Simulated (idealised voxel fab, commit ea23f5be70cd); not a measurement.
process module | voxel double patterning
cross-section cut | 220 nm wide | cells 5 nm
A cross-section is a grid of square cells, given in bands from the top down. A band is one or more rows of cells.
Each band's line starts with the height of the band's top and of its bottom, in nm. Then come its materials from left to right, each with its width in nm. One material with "throughout" fills the band from edge to edge. "air" is empty space.
Height 0 is the level under which the wafer as received is all one material. The lowest band goes on downwards, as in "0 down".
A width such as "30 to 40" changes by the same amount from each row of cells to the next, from the band's top row to its bottom row.
"no change" after a step means that no cell of the cross-section changed.
closed voids: empty space of 8 cells or more with no open way to the top, each as width x height at its distance from the left edge, in nm
after a step's settings: what the simulator itself notes on the step
overlay nm, on a step with a mask: how far to the right of its planned place the mask lay; to the left if negative
plan
1 op RECEIVE | material Si
2 op CONFORMAL_DEP | material SiO2 | thk nm 5
3 op DIRECTIONAL_DEP | material TiN | thk nm 10
4 op DIRECTIONAL_DEP | material SiCN | thk nm 5
5 op DIRECTIONAL_DEP | material aC | thk nm 10
6 op PATTERN | tone open | mask id FIRST | material resist | width nm 15 | pitch nm 50 | thk nm 25 | overlay nm 0
7 op DIRECTIONAL_ETCH | etch materials aC | depth nm 10
8 op STRIP | etch materials resist
9 op DIRECTIONAL_ETCH | etch materials SiCN | depth nm 5
10 op STRIP | etch materials aC
11 op MASKED_ETCH | tone open | mask id SECOND | width nm 15 | pitch nm 50 | etch materials SiCN | depth nm 5 | overlay nm 0
12 op DIRECTIONAL_ETCH | etch materials TiN | depth nm 10
13 op STRIP | etch materials SiCN
as received, after step 1
  0 down: Si throughout
  closed voids: none
first wafer at the end, as planned
  15 to 5: TiN 50 | air 15 | TiN 10 | air 15 | TiN 10 | air 15 | TiN 10 | air 15 | TiN 10 | air 15 | TiN 55
  5 to 0: SiO2 throughout
  0 down: Si throughout
  closed voids: none
second wafer at the end: like start, like plan, one mistake
  30 to 20: SiO2 throughout
  20 to 15: SiCN throughout
  15 to 5: TiN throughout
  5 to 0: SiO2 throughout
  0 down: Si throughout
  closed voids: none
what went wrong: step 5 ran as: op DIRECTIONAL_DEP | material SiO2 | thk nm 10
at the end the second wafer has, in cells: 44 more of SiCN | 88 more of SiO2 | 30 more of TiN
